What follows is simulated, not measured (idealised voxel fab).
You're looking at the process module voxel capacitor over wiring.
cross-section cut | 235 nm wide | cells 5 nm
Cross-section layout: square cells on a grid; listed as bands, top to bottom; a band spans one or more cell rows.
Band entry format. Leading values: height of top, height of bottom, nm. Remainder: materials in left-to-right order, each with its width in nm. Special words: "full width" on a single material, which then fills the band edge to edge; "blank", empty space.
Height reference: 0 = level under which incoming wafer is all one material. Lowest band: no bottom, runs on downward, e.g. "from 0 down".
So if you see something like "30..40" for the width, read it as the top row of the band sitting at the first number and the bottom row at the second, with every row in between moving by the same amount as the last.
Where the words "same as before" appear for a step, the cross-section shows no cell changed by that step; every cell remained as before.
The entry "Fully sealed cavities" lists the empty spaces that cover at least 8 cells and have no open path to the top. Each is written as width x height at distance, where the distance is measured from the left edge and all three values are in nm.
Post-settings text on a step line: simulator's own remark regarding the step.
Each step line may optionally specify "overlay nm", which for a step with a mask gives the rightward distance between the mask's planned place and where it lay, a negative value indicating the leftward direction.
Layout of what follows: cross-section pairs, each bracketing one process step, the after cross-section shown only to the lowest band that changed, the step between and its settings noted under each pair. Pairs may originate in different runs of this module on the same starting wafer; a pair continues from the pair above only where its entry headed "Geometry before processing" says so.
[Geometry before processing]
    from 0 down | Si full width
    Fully sealed cavities: none
[Structure After Step]
    from 10 to 0 | SiO2 full width
    Everything below 0 is unchanged.
    Fully sealed cavities: none
What is the step between the two cross-sections above? CONFORMAL_DEP with material SiO2, thk nm 10
Geometry before processing: same picture as after in the pair right above, so we don't repeat it.
[Structure After Step]
    from 15 to 10 | SiCN full width
    Everything below 10 is unchanged.
    Fully sealed cavities: none
What is the step between the two cross-sections above? CONFORMAL_DEP with material SiCN, thk nm 5
Geometry before processing: same picture as after in the pair right above, so we don't repeat it.
[Structure After Step]
    from 30 to 15 | SiO2 full width
    Everything below 15 is unchanged.
    Fully sealed cavities: none
What is the step between the two cross-sections above? DIRECTIONAL_DEP with material SiO2, thk nm 15
Geometry before processing: same picture as after in the pair right above, so we don't repeat it.
[Structure After Step]
    from 50 to 30 | resist 50  blank 30  resist 70  blank 30  resist 55
    Everything below 30 is unchanged.
    Fully sealed cavities: none
What is the step between the two cross-sections above? PATTERN with tone open, mask id METAL_1, material resist, width nm 30, pitch nm 100, thk nm 20, overlay nm 0
Geometry before processing: same picture as after in the pair right above, so we don't repeat it.
[Structure After Step]
    from 50 to 30 | resist 50  blank 30  resist 70  blank 30  resist 55
    from 30 to 15 | SiO2 50  blank 30  SiO2 70  blank 30  SiO2 55
    Everything below 15 is unchanged.
    Fully sealed cavities: none
What is the step between the two cross-sections above? DIRECTIONAL_ETCH with etch materials SiO2, depth nm 15
Geometry before processing: same picture as after in the pair right above, so we don't repeat it.
[Structure After Step]
    from 50 to 30 | resist 50  blank 30  resist 70  blank 30  resist 55
    from 30 to 15 | SiO2 50  blank 30  SiO2 70  blank 30  SiO2 55
    from 15 to 10 | SiCN 50  blank 30  SiCN 70  blank 30  SiCN 55
    Everything below 10 is unchanged.
    Fully sealed cavities: none
What is the step between the two cross-sections above? DIRECTIONAL_ETCH with etch materials SiCN, depth nm 5
Geometry before processing: same picture as after in the pair right above, so we don't repeat it.
[Structure After Step]
    from 30 to 15 | SiO2 50  blank 30  SiO2 70  blank 30  SiO2 55
    Everything below 15 is unchanged.
    Fully sealed cavities: none
What is the step between the two cross-sections above? STRIP with etch materials resist
Geometry before processing: same picture as after in the pair right above, so we don't repeat it.
[Structure After Step]
    from 35 to 30 | TiN 55  blank 20  TiN 80  blank 20  TiN 60
    from 30 to 15 | SiO2 50  TiN 5  blank 20  TiN 5  SiO2 70  TiN 5  blank 20  TiN 5  SiO2 55
    from 15 to 10 | SiCN 50  TiN 30  SiCN 70  TiN 30  SiCN 55
    Everything below 10 is unchanged.
    Fully sealed cavities: none
What is the step between the two cross-sections above? CONFORMAL_DEP with material TiN, thk nm 5
Geometry before processing: same picture as after in the pair right above, so we don't repeat it.
[Structure After Step]
    from 40 to 35 | Cu full width
    from 35 to 30 | TiN 55  Cu 20  TiN 80  Cu 20  TiN 60
    from 30 to 15 | SiO2 50  TiN 5  Cu 20  TiN 5  SiO2 70  TiN 5  Cu 20  TiN 5  SiO2 55
    Everything below 15 is unchanged.
    Fully sealed cavities: none
What is the step between the two cross-sections above? FILL_DEP with material Cu, thk nm 5
Geometry before processing: same picture as after in the pair right above, so we don't repeat it.
[Structure After Step]
    from 30 to 15 | SiO2 50  TiN 5  Cu 20  TiN 5  SiO2 70  TiN 5  Cu 20  TiN 5  SiO2 55
    Everything below 15 is unchanged.
    Fully sealed cavities: none
What is the step between the two cross-sections above? CMP with height nm 30
Geometry before processing: same picture as after in the pair right above, so we don't repeat it.
[Structure After Step]
    from 35 to 30 | SiCN full width
    Everything below 30 is unchanged.
    Fully sealed cavities: none
What is the step between the two cross-sections above? CONFORMAL_DEP with material SiCN, thk nm 5
Geometry before processing: same picture as after in the pair right above, so we don't repeat it.
[Structure After Step]
    from 50 to 35 | lowk full width
    Everything below 35 is unchanged.
    Fully sealed cavities: none
What is the step between the two cross-sections above? DIRECTIONAL_DEP with material lowk, thk nm 15
Geometry before processing: same picture as after in the pair right above, so we don't repeat it.
[Structure After Step]
    from 50 to 35 | lowk 65  blank 15  lowk 155
    Everything below 35 is unchanged.
    Fully sealed cavities: none
What is the step between the two cross-sections above? MASKED_ETCH with tone open, mask id PLUG_1, width nm 15, etch materials lowk, depth nm 15, overlay nm 0
Geometry before processing: same picture as after in the pair right above, so we don't repeat it.
[Structure After Step]
    from 50 to 35 | lowk 65  blank 15  lowk 155
    from 35 to 30 | SiCN 65  blank 15  SiCN 155
    Everything below 30 is unchanged.
    Fully sealed cavities: none
What is the step between the two cross-sections above? MASKED_ETCH with tone open, mask id PLUG_1, width nm 15, etch materials SiCN, depth nm 5, overlay nm 0
Geometry before processing: same picture as after in the pair right above, so we don't repeat it.
[Structure After Step]
    from 50 to 40 | lowk 65  blank 15  lowk 155
    from 40 to 35 | lowk 65  Ru 15  lowk 155
    from 35 to 30 | SiCN 65  Ru 15  SiCN 155
    Everything below 30 is unchanged.
    Fully sealed cavities: none
What is the step between the two cross-sections above? EPI with material Ru, thk nm 10
Geometry before processing: same picture as after in the pair right above, so we don't repeat it.
[Structure After Step]
    from 50 to 35 | lowk 65  Ru 15  lowk 155
    Everything below 35 is unchanged.
    Fully sealed cavities: none
What is the step between the two cross-sections above? EPI with material Ru, thk nm 10
Geometry before processing: same picture as after in the pair right above, so we don't repeat it.
[Structure After Step]
    from 55 to 50 | TiN full width
    Everything below 50 is unchanged.
    Fully sealed cavities: none
What is the step between the two cross-sections above? DIRECTIONAL_DEP with material TiN, thk nm 5
Geometry before processing: same picture as after in the pair right above, so we don't repeat it.
[Structure After Step]
    from 60 to 55 | Al2O3 full width
    Everything below 55 is unchanged.
    Fully sealed cavities: none
What is the step between the two cross-sections above? DIRECTIONAL_DEP with material Al2O3, thk nm 5
Geometry before processing: same picture as after in the pair right above, so we don't repeat it.
[Structure After Step]
    from 65 to 60 | TiN full width
    Everything below 60 is unchanged.
    Fully sealed cavities: none
What is the step between the two cross-sections above? DIRECTIONAL_DEP with material TiN, thk nm 5
Geometry before processing: same picture as after in the pair right above, so we don't repeat it.
[Structure After Step]
    from 65 to 60 | blank 65  TiN 75  blank 95
    Everything below 60 is unchanged.
    Fully sealed cavities: none
What is the step between the two cross-sections above? MASKED_ETCH with tone cover, mask id UPPER_PLATE, width nm 75, etch materials TiN, depth nm 5, overlay nm 0
Geometry before processing: same picture as after in the pair right above, so we don't repeat it.
[Structure After Step]
    from 65 to 60 | blank 65  TiN 75  blank 95
    from 60 to 55 | blank 65  Al2O3 75  blank 95
    Everything below 55 is unchanged.
    Fully sealed cavities: none
What is the step between the two cross-sections above? MASKED_ETCH with tone cover, mask id UPPER_PLATE, width nm 75, etch materials Al2O3, depth nm 5, overlay nm 0
Geometry before processing: same picture as after in the pair right above, so we don't repeat it.
[Structure After Step]
    from 80 to 65 | blank 60  resist 85  blank 90
    from 65 to 60 | blank 60  resist 5  TiN 75  resist 5  blank 90
    from 60 to 55 | blank 60  resist 5  Al2O3 75  resist 5  blank 90
    Everything below 55 is unchanged.
    Fully sealed cavities: none
What is the step between the two cross-sections above? PATTERN with tone cover, mask id LOWER_PLATE, material resist, width nm 85, thk nm 15, overlay nm 0
Geometry before processing: same picture as after in the pair right above, so we don't repeat it.
[Structure After Step]
    from 80 to 65 | blank 60  resist 85  blank 90
    from 65 to 60 | blank 60  resist 5  TiN 75  resist 5  blank 90
    from 60 to 55 | blank 60  resist 5  Al2O3 75  resist 5  blank 90
    from 55 to 50 | blank 60  TiN 85  blank 90
    Everything below 50 is unchanged.
    Fully sealed cavities: none
What is the step between the two cross-sections above? DIRECTIONAL_ETCH with etch materials TiN, depth nm 5
Geometry before processing: same picture as after in the pair right above, so we don't repeat it.
[Structure After Step]
    from 65 to 60 | blank 65  TiN 75  blank 95
    from 60 to 55 | blank 65  Al2O3 75  blank 95
    Everything below 55 is unchanged.
    Fully sealed cavities: none
What is the step between the two cross-sections above? STRIP with etch materials resist
Geometry before processing: same picture as after in the pair right above, so we don't repeat it.
[Structure After Step]
    from 80 to 65 | SiO2 full width
    from 65 to 60 | SiO2 65  TiN 75  SiO2 95
    from 60 to 55 | SiO2 65  Al2O3 75  SiO2 95
    from 55 to 50 | SiO2 60  TiN 85  SiO2 90
    Everything below 50 is unchanged.
    Fully sealed cavities: none
What is the step between the two cross-sections above? FILL_DEP with material SiO2, thk nm 15
Geometry before processing: same picture as after in the pair right above, so we don't repeat it.
[Structure After Step]
    from 75 to 65 | SiO2 full width
    Everything below 65 is unchanged.
    Fully sealed cavities: none
What is the step between the two cross-sections above? CMP with height nm 75
Geometry before processing: same picture as after in the pair right above, so we don't repeat it.
[Structure After Step]
    from 85 to 75 | aC full width
    Everything below 75 is unchanged.
    Fully sealed cavities: none
What is the step between the two cross-sections above? DIRECTIONAL_DEP with material aC, thk nm 10
Geometry before processing: same picture as after in the pair right above, so we don't repeat it.
[Structure After Step]
    from 115 to 85 | resist 75  blank 15  resist 145
    Everything below 85 is unchanged.
    Fully sealed cavities: none
What is the step between the two cross-sections above? PATTERN with tone open, mask id PLUG_2, material resist, width nm 15, thk nm 30, overlay nm 0
Geometry before processing: same picture as after in the pair right above, so we don't repeat it.
[Structure After Step]
    from 105 to 85 | resist 75  blank 15  resist 145
    from 85 to 75 | aC 75  blank 15  aC 145
    Everything below 75 is unchanged.
    Fully sealed cavities: none
What is the step between the two cross-sections above? DIRECTIONAL_ETCH with etch materials aC, depth nm 10
Geometry before processing: same picture as after in the pair right above, so we don't repeat it.
[Structure After Step]
    from 85 to 75 | aC 75  blank 15  aC 145
    Everything below 75 is unchanged.
    Fully sealed cavities: none
What is the step between the two cross-sections above? STRIP with etch materials resist
Geometry before processing: same picture as after in the pair right above, so we don't repeat it.
[Structure After Step]
    from 85 to 75 | aC 75  blank 15  aC 145
    from 75 to 65 | SiO2 75  blank 15  SiO2 145
    Everything below 65 is unchanged.
    Fully sealed cavities: none
What is the step between the two cross-sections above? DIRECTIONAL_ETCH with etch materials SiO2, depth nm 10
Geometry before processing: same picture as after in the pair right above, so we don't repeat it.
[Structure After Step]
    from 75 to 65 | SiO2 75  blank 15  SiO2 145
    Everything below 65 is unchanged.
    Fully sealed cavities: none
What is the step between the two cross-sections above? STRIP with etch materials aC
Geometry before processing: same picture as after in the pair right above, so we don't repeat it.
[Structure After Step]
    from 80 to 75 | TiN 80  blank 5  TiN 150
    from 75 to 70 | SiO2 75  TiN 5  blank 5  TiN 5  SiO2 145
    from 70 to 60 | SiO2 75..65  TiN 15..75  SiO2 145..95
    Everything below 60 is unchanged.
    Fully sealed cavities: none
What is the step between the two cross-sections above? CONFORMAL_DEP with material TiN, thk nm 5
Geometry before processing: same picture as after in the pair right above, so we don't repeat it.
[Structure After Step]
    from 90 to 80 | Cu full width
    from 80 to 75 | TiN 80  Cu 5  TiN 150
    from 75 to 70 | SiO2 75  TiN 5  Cu 5  TiN 5  SiO2 145
    Everything below 70 is unchanged.
    Fully sealed cavities: none
What is the step between the two cross-sections above? FILL_DEP with material Cu, thk nm 10
Geometry before processing: same picture as after in the pair right above, so we don't repeat it.
[Structure After Step]
    from 75 to 70 | SiO2 75  TiN 5  Cu 5  TiN 5  SiO2 145
    Everything below 70 is unchanged.
    Fully sealed cavities: none
What is the step between the two cross-sections above? CMP with height nm 75
Geometry before processing: same picture as after in the pair right above, so we don't repeat it.
[Structure After Step]
    from 80 to 75 | SiCN full width
    Everything below 75 is unchanged.
    Fully sealed cavities: none
What is the step between the two cross-sections above? CONFORMAL_DEP with material SiCN, thk nm 5
[Geometry before processing]
    from 0 down | Si full width
    Fully sealed cavities: none
[Structure After Step]
    from 5 to 0 | SiCN full width
    Everything below 0 is unchanged.
    Fully sealed cavities: none
What is the step between the two cross-sections above? CONFORMAL_DEP with material SiCN, thk nm 5
Geometry before processing: same picture as after in the pair right above, so we don't repeat it.
[Structure After Step]
    from 20 to 5 | SiO2 full width
    Everything below 5 is unchanged.
    Fully sealed cavities: none
What is the step between the two cross-sections above? DIRECTIONAL_DEP with material SiO2, thk nm 15
Geometry before processing: same picture as after in the pair right above, so we don't repeat it.
[Structure After Step]
    from 40 to 20 | resist 50  blank 30  resist 70  blank 30  resist 55
    Everything below 20 is unchanged.
    Fully sealed cavities: none
What is the step between the two cross-sections above? PATTERN with tone open, mask id METAL_1, material resist, width nm 30, pitch nm 100, thk nm 20, overlay nm 0
Geometry before processing: same picture as after in the pair right above, so we don't repeat it.
[Structure After Step]
    from 40 to 20 | resist 50  blank 30  resist 70  blank 30  resist 55
    from 20 to 5 | SiO2 50  blank 30  SiO2 70  blank 30  SiO2 55
    Everything below 5 is unchanged.
    Fully sealed cavities: none
What is the step between the two cross-sections above? DIRECTIONAL_ETCH with etch materials SiO2, depth nm 15
Geometry before processing: same picture as after in the pair right above, so we don't repeat it.
[Structure After Step]
    from 40 to 20 | resist 50  blank 30  resist 70  blank 30  resist 55
    from 20 to 5 | SiO2 50  blank 30  SiO2 70  blank 30  SiO2 55
    from 5 to 0 | SiCN 50  blank 30  SiCN 70  blank 30  SiCN 55
    Everything below 0 is unchanged.
    Fully sealed cavities: none
What is the step between the two cross-sections above? DIRECTIONAL_ETCH with etch materials SiCN, depth nm 5
Geometry before processing: same picture as after in the pair right above, so we don't repeat it.
[Structure After Step]
    from 20 to 5 | SiO2 50  blank 30  SiO2 70  blank 30  SiO2 55
    Everything below 5 is unchanged.
    Fully sealed cavities: none
What is the step between the two cross-sections above? STRIP with etch materials resist
Geometry before processing: same picture as after in the pair right above, so we don't repeat it.
[Structure After Step]
    from 25 to 20 | TiN 55  blank 20  TiN 80  blank 20  TiN 60
    from 20 to 5 | SiO2 50  TiN 5  blank 20  TiN 5  SiO2 70  TiN 5  blank 20  TiN 5  SiO2 55
    from 5 to 0 | SiCN 50  TiN 30  SiCN 70  TiN 30  SiCN 55
    Everything below 0 is unchanged.
    Fully sealed cavities: none
What is the step between the two cross-sections above? CONFORMAL_DEP with material TiN, thk nm 5
Geometry before processing: same picture as after in the pair right above, so we don't repeat it.
[Structure After Step]
    from 30 to 25 | Cu full width
    from 25 to 20 | TiN 55  Cu 20  TiN 80  Cu 20  TiN 60
    from 20 to 5 | SiO2 50  TiN 5  Cu 20  TiN 5  SiO2 70  TiN 5  Cu 20  TiN 5  SiO2 55
    Everything below 5 is unchanged.
    Fully sealed cavities: none
What is the step between the two cross-sections above? FILL_DEP with material Cu, thk nm 5
Geometry before processing: same picture as after in the pair right above, so we don't repeat it.
[Structure After Step]
    from 35 to 30 | SiCN full width
    Everything below 30 is unchanged.
    Fully sealed cavities: none
What is the step between the two cross-sections above? CONFORMAL_DEP with material SiCN, thk nm 5
Geometry before processing: same picture as after in the pair right above, so we don't repeat it.
[Structure After Step]
    from 50 to 35 | lowk full width
    Everything below 35 is unchanged.
    Fully sealed cavities: none
What is the step between the two cross-sections above? DIRECTIONAL_DEP with material lowk, thk nm 15
Geometry before processing: same picture as after in the pair right above, so we don't repeat it.
[Structure After Step]
    from 50 to 35 | lowk 65  blank 15  lowk 155
    Everything below 35 is unchanged.
    Fully sealed cavities: none
What is the step between the two cross-sections above? MASKED_ETCH with tone open, mask id PLUG_1, width nm 15, etch materials lowk, depth nm 15, overlay nm 0
Geometry before processing: same picture as after in the pair right above, so we don't repeat it.
[Structure After Step]
    from 50 to 35 | lowk 65  blank 15  lowk 155
    from 35 to 30 | SiCN 65  blank 15  SiCN 155
    Everything below 30 is unchanged.
    Fully sealed cavities: none
What is the step between the two cross-sections above? MASKED_ETCH with tone open, mask id PLUG_1, width nm 15, etch materials SiCN, depth nm 5, overlay nm 0
Geometry before processing: same picture as after in the pair right above, so we don't repeat it.
[Structure After Step]
    from 50 to 40 | lowk 65  blank 15  lowk 155
    from 40 to 35 | lowk 65  Ru 15  lowk 155
    from 35 to 30 | SiCN 65  Ru 15  SiCN 155
    Everything below 30 is unchanged.
    Fully sealed cavities: none
What is the step between the two cross-sections above? EPI with material Ru, thk nm 10
Geometry before processing: same picture as after in the pair right above, so we don't repeat it.
[Structure After Step]
    from 50 to 35 | lowk 65  Ru 15  lowk 155
    Everything below 35 is unchanged.
    Fully sealed cavities: none
What is the step between the two cross-sections above? EPI with material Ru, thk nm 10
Geometry before processing: same picture as after in the pair right above, so we don't repeat it.
[Structure After Step]
    from 55 to 50 | TiN full width
    Everything below 50 is unchanged.
    Fully sealed cavities: none
What is the step between the two cross-sections above? DIRECTIONAL_DEP with material TiN, thk nm 5
Geometry before processing: same picture as after in the pair right above, so we don't repeat it.
[Structure After Step]
    from 60 to 55 | Al2O3 full width
    Everything below 55 is unchanged.
    Fully sealed cavities: none
What is the step between the two cross-sections above? DIRECTIONAL_DEP with material Al2O3, thk nm 5
Geometry before processing: same picture as after in the pair right above, so we don't repeat it.
[Structure After Step]
    from 65 to 60 | TiN full width
    Everything below 60 is unchanged.
    Fully sealed cavities: none
What is the step between the two cross-sections above? DIRECTIONAL_DEP with material TiN, thk nm 5
Geometry before processing: same picture as after in the pair right above, so we don't repeat it.
[Structure After Step]
    from 65 to 60 | blank 65  TiN 75  blank 95
    Everything below 60 is unchanged.
    Fully sealed cavities: none
What is the step between the two cross-sections above? MASKED_ETCH with tone cover, mask id UPPER_PLATE, width nm 75, etch materials TiN, depth nm 5, overlay nm 0
Geometry before processing: same picture as after in the pair right above, so we don't repeat it.
[Structure After Step]
    from 65 to 60 | blank 65  TiN 75  blank 95
    from 60 to 55 | blank 65  Al2O3 75  blank 95
    Everything below 55 is unchanged.
    Fully sealed cavities: none
What is the step between the two cross-sections above? MASKED_ETCH with tone cover, mask id UPPER_PLATE, width nm 75, etch materials Al2O3, depth nm 5, overlay nm 0
Geometry before processing: same picture as after in the pair right above, so we don't repeat it.
[Structure After Step]
    from 80 to 65 | blank 60  resist 85  blank 90
    from 65 to 60 | blank 60  resist 5  TiN 75  resist 5  blank 90
    from 60 to 55 | blank 60  resist 5  Al2O3 75  resist 5  blank 90
    Everything below 55 is unchanged.
    Fully sealed cavities: none
What is the step between the two cross-sections above? PATTERN with tone cover, mask id LOWER_PLATE, material resist, width nm 85, thk nm 15, overlay nm 0
Geometry before processing: same picture as after in the pair right above, so we don't repeat it.
[Structure After Step]
    from 80 to 65 | blank 60  resist 85  blank 90
    from 65 to 60 | blank 60  resist 5  TiN 75  resist 5  blank 90
    from 60 to 55 | blank 60  resist 5  Al2O3 75  resist 5  blank 90
    from 55 to 50 | blank 60  TiN 85  blank 90
    Everything below 50 is unchanged.
    Fully sealed cavities: none
What is the step between the two cross-sections above? DIRECTIONAL_ETCH with etch materials TiN, depth nm 5
Geometry before processing: same picture as after in the pair right above, so we don't repeat it.
[Structure After Step]
    from 65 to 60 | blank 65  TiN 75  blank 95
    from 60 to 55 | blank 65  Al2O3 75  blank 95
    Everything below 55 is unchanged.
    Fully sealed cavities: none
What is the step between the two cross-sections above? STRIP with etch materials resist
Geometry before processing: same picture as after in the pair right above, so we don't repeat it.
[Structure After Step]
    from 80 to 65 | SiO2 full width
    from 65 to 60 | SiO2 65  TiN 75  SiO2 95
    from 60 to 55 | SiO2 65  Al2O3 75  SiO2 95
    from 55 to 50 | SiO2 60  TiN 85  SiO2 90
    Everything below 50 is unchanged.
    Fully sealed cavities: none
What is the step between the two cross-sections above? FILL_DEP with material SiO2, thk nm 15
Geometry before processing: same picture as after in the pair right above, so we don't repeat it.
[Structure After Step]
    from 75 to 65 | SiO2 full width
    Everything below 65 is unchanged.
    Fully sealed cavities: none
What is the step between the two cross-sections above? CMP with height nm 75
Geometry before processing: same picture as after in the pair right above, so we don't repeat it.
[Structure After Step]
    from 85 to 75 | aC full width
    Everything below 75 is unchanged.
    Fully sealed cavities: none
What is the step between the two cross-sections above? DIRECTIONAL_DEP with material aC, thk nm 10
Geometry before processing: same picture as after in the pair right above, so we don't repeat it.
[Structure After Step]
    from 115 to 85 | resist 75  blank 15  resist 145
    Everything below 85 is unchanged.
    Fully sealed cavities: none
What is the step between the two cross-sections above? PATTERN with tone open, mask id PLUG_2, material resist, width nm 15, thk nm 30, overlay nm 0
Geometry before processing: same picture as after in the pair right above, so we don't repeat it.
[Structure After Step]
    from 105 to 85 | resist 75  blank 15  resist 145
    from 85 to 75 | aC 75  blank 15  aC 145
    Everything below 75 is unchanged.
    Fully sealed cavities: none
What is the step between the two cross-sections above? DIRECTIONAL_ETCH with etch materials aC, depth nm 10
Geometry before processing: same picture as after in the pair right above, so we don't repeat it.
[Structure After Step]
    from 85 to 75 | aC 75  blank 15  aC 145
    Everything below 75 is unchanged.
    Fully sealed cavities: none
What is the step between the two cross-sections above? STRIP with etch materials resist
Geometry before processing: same picture as after in the pair right above, so we don't repeat it.
[Structure After Step]
    from 85 to 75 | aC 75  blank 15  aC 145
    from 75 to 65 | SiO2 75  blank 15  SiO2 145
    Everything below 65 is unchanged.
    Fully sealed cavities: none
What is the step between the two cross-sections above? DIRECTIONAL_ETCH with etch materials SiO2, depth nm 10
Geometry before processing: same picture as after in the pair right above, so we don't repeat it.
[Structure After Step]
    from 75 to 65 | SiO2 75  blank 15  SiO2 145
    Everything below 65 is unchanged.
    Fully sealed cavities: none
What is the step between the two cross-sections above? STRIP with etch materials aC
Geometry before processing: same picture as after in the pair right above, so we don't repeat it.
[Structure After Step]
    from 80 to 75 | TiN 80  blank 5  TiN 150
    from 75 to 70 | SiO2 75  TiN 5  blank 5  TiN 5  SiO2 145
    from 70 to 60 | SiO2 75..65  TiN 15..75  SiO2 145..95
    Everything below 60 is unchanged.
    Fully sealed cavities: none
What is the step between the two cross-sections above? CONFORMAL_DEP with material TiN, thk nm 5
Geometry before processing: same picture as after in the pair right above, so we don't repeat it.
[Structure After Step]
    from 90 to 80 | Cu full width
    from 80 to 75 | TiN 80  Cu 5  TiN 150
    from 75 to 70 | SiO2 75  TiN 5  Cu 5  TiN 5  SiO2 145
    Everything below 70 is unchanged.
    Fully sealed cavities: none
What is the step between the two cross-sections above? FILL_DEP with material Cu, thk nm 10
Geometry before processing: same picture as after in the pair right above, so we don't repeat it.
[Structure After Step]
    from 75 to 70 | SiO2 75  TiN 5  Cu 5  TiN 5  SiO2 145
    Everything below 70 is unchanged.
    Fully sealed cavities: none
What is the step between the two cross-sections above? CMP with height nm 75
Geometry before processing: same picture as after in the pair right above, so we don't repeat it.
[Structure After Step]
    from 80 to 75 | SiCN full width
    Everything below 75 is unchanged.
    Fully sealed cavities: none
What is the step between the two cross-sections above? CONFORMAL_DEP with material SiCN, thk nm 5
[Geometry before processing]
    from 50 to 35 | lowk 65  Ru 15  lowk 155
    from 35 to 30 | SiCN 65  Ru 15  SiCN 155
    from 30 to 15 | SiO2 50  TiN 5  Cu 20  TiN 5  SiO2 70  TiN 5  Cu 20  TiN 5  SiO2 55
    from 15 to 10 | SiCN 50  TiN 30  SiCN 70  TiN 30  SiCN 55
    from 10 to 0 | SiO2 full width
    from 0 down | Si full width
    Fully sealed cavities: none
[Structure After Step]
    from 60 to 50 | blank 55  Ru 35  blank 145
    Everything below 50 is unchanged.
    Fully sealed cavities: none
What is the step between the two cross-sections above? EPI with material Ru, thk nm 10
Geometry before processing: same picture as after in the pair right above, so we don't repeat it.
[Structure After Step]
    from 65 to 60 | blank 55  TiN 35  blank 145
    from 60 to 55 | blank 55  Ru 35  blank 145
    from 55 to 50 | TiN 55  Ru 35  TiN 145
    Everything below 50 is unchanged.
    Fully sealed cavities: none
What is the step between the two cross-sections above? DIRECTIONAL_DEP with material TiN, thk nm 5
Geometry before processing: same picture as after in the pair right above, so we don't repeat it.
[Structure After Step]
    from 70 to 65 | blank 55  Al2O3 35  blank 145
    from 65 to 60 | blank 55  TiN 35  blank 145
    from 60 to 55 | Al2O3 55  Ru 35  Al2O3 145
    Everything below 55 is unchanged.
    Fully sealed cavities: none
What is the step between the two cross-sections above? DIRECTIONAL_DEP with material Al2O3, thk nm 5
Geometry before processing: same picture as after in the pair right above, so we don't repeat it.
[Structure After Step]
    from 75 to 70 | blank 55  TiN 35  blank 145
    from 70 to 65 | blank 55  Al2O3 35  blank 145
    from 65 to 60 | TiN full width
    Everything below 60 is unchanged.
    Fully sealed cavities: none
What is the step between the two cross-sections above? DIRECTIONAL_DEP with material TiN, thk nm 5
Geometry before processing: same picture as after in the pair right above, so we don't repeat it.
[Structure After Step]
    from 75 to 70 | blank 65  TiN 25  blank 145
    from 70 to 65 | blank 55  Al2O3 35  blank 145
    from 65 to 60 | blank 55  TiN 85  blank 95
    Everything below 60 is unchanged.
    Fully sealed cavities: none
What is the step between the two cross-sections above? MASKED_ETCH with tone cover, mask id UPPER_PLATE, width nm 75, etch materials TiN, depth nm 5, overlay nm 0
Geometry before processing: same picture as after in the pair right above, so we don't repeat it.
[Structure After Step]
    from 75 to 70 | blank 65  TiN 25  blank 145
    from 70 to 65 | blank 65  Al2O3 25  blank 145
    from 65 to 60 | blank 55  TiN 85  blank 95
    from 60 to 55 | blank 55  Ru 35  Al2O3 50  blank 95
    Everything below 55 is unchanged.
    Fully sealed cavities: none
What is the step between the two cross-sections above? MASKED_ETCH with tone cover, mask id UPPER_PLATE, width nm 75, etch materials Al2O3, depth nm 5, overlay nm 0
Geometry before processing: same picture as after in the pair right above, so we don't repeat it.
[Structure After Step]
    from 90 to 75 | blank 60  resist 85  blank 90
    from 75 to 70 | blank 60  resist 5  TiN 25  resist 55  blank 90
    from 70 to 65 | blank 60  resist 5  Al2O3 25  resist 55  blank 90
    from 65 to 60 | blank 55  TiN 85  resist 5  blank 90
    from 60 to 55 | blank 55  Ru 35  Al2O3 50  resist 5  blank 90
    Everything below 55 is unchanged.
    Fully sealed cavities: none
What is the step between the two cross-sections above? PATTERN with tone cover, mask id LOWER_PLATE, material resist, width nm 85, thk nm 15, overlay nm 0
Geometry before processing: same picture as after in the pair right above, so we don't repeat it.
[Structure After Step]
    from 90 to 75 | blank 60  resist 85  blank 90
    from 75 to 70 | blank 60  resist 5  TiN 25  resist 55  blank 90
    from 70 to 65 | blank 60  resist 5  Al2O3 25  resist 55  blank 90
    from 65 to 60 | blank 60  TiN 80  resist 5  blank 90
    from 60 to 55 | blank 55  Ru 35  Al2O3 50  resist 5  blank 90
    from 55 to 50 | blank 55  Ru 35  TiN 55  blank 90
    Everything below 50 is unchanged.
    Fully sealed cavities: none
What is the step between the two cross-sections above? DIRECTIONAL_ETCH with etch materials TiN, depth nm 5
Geometry before processing: same picture as after in the pair right above, so we don't repeat it.
[Structure After Step]
    from 75 to 70 | blank 65  TiN 25  blank 145
    from 70 to 65 | blank 65  Al2O3 25  blank 145
    from 65 to 60 | blank 60  TiN 80  blank 95
    from 60 to 55 | blank 55  Ru 35  Al2O3 50  blank 95
    Everything below 55 is unchanged.
    Fully sealed cavities: none
What is the step between the two cross-sections above? STRIP with etch materials resist
Geometry before processing: same picture as after in the pair right above, so we don't repeat it.
[Structure After Step]
    from 90 to 75 | SiO2 full width
    from 75 to 70 | SiO2 65  TiN 25  SiO2 145
    from 70 to 65 | SiO2 65  Al2O3 25  SiO2 145
    from 65 to 60 | SiO2 60  TiN 80  SiO2 95
    from 60 to 55 | SiO2 55  Ru 35  Al2O3 50  SiO2 95
    from 55 to 50 | SiO2 55  Ru 35  TiN 55  SiO2 90
    Everything below 50 is unchanged.
    Fully sealed cavities: none
What is the step between the two cross-sections above? FILL_DEP with material SiO2, thk nm 15
Geometry before processing: same picture as after in the pair right above, so we don't repeat it.
[Structure After Step]
    from 75 to 70 | SiO2 65  TiN 25  SiO2 145
    Everything below 70 is unchanged.
    Fully sealed cavities: none
What is the step between the two cross-sections above? CMP with height nm 75
Geometry before processing: same picture as after in the pair right above, so we don't repeat it.
[Structure After Step]
    from 85 to 75 | aC full width
    Everything below 75 is unchanged.
    Fully sealed cavities: none
What is the step between the two cross-sections above? DIRECTIONAL_DEP with material aC, thk nm 10
Geometry before processing: same picture as after in the pair right above, so we don't repeat it.
[Structure After Step]
    from 115 to 85 | resist 75  blank 15  resist 145
    Everything below 85 is unchanged.
    Fully sealed cavities: none
What is the step between the two cross-sections above? PATTERN with tone open, mask id PLUG_2, material resist, width nm 15, thk nm 30, overlay nm 0
Geometry before processing: same picture as after in the pair right above, so we don't repeat it.
[Structure After Step]
    from 105 to 85 | resist 75  blank 15  resist 145
    from 85 to 75 | aC 75  blank 15  aC 145
    Everything below 75 is unchanged.
    Fully sealed cavities: none
What is the step between the two cross-sections above? DIRECTIONAL_ETCH with etch materials aC, depth nm 10
Geometry before processing: same picture as after in the pair right above, so we don't repeat it.
[Structure After Step]
    from 85 to 75 | aC 75  blank 15  aC 145
    Everything below 75 is unchanged.
    Fully sealed cavities: none
What is the step between the two cross-sections above? STRIP with etch materials resist
Geometry before processing: same picture as after in the pair right above, so we don't repeat it.
[Structure After Step]
    from 75 to 70 | SiO2 65  TiN 25  SiO2 145
    Everything below 70 is unchanged.
    Fully sealed cavities: none
What is the step between the two cross-sections above? STRIP with etch materials aC
Geometry before processing: same picture as after in the pair right above, so we don't repeat it.
[Structure After Step]
    from 80 to 75 | TiN full width
    Everything below 75 is unchanged.
    Fully sealed cavities: none
What is the step between the two cross-sections above? CONFORMAL_DEP with material TiN, thk nm 5
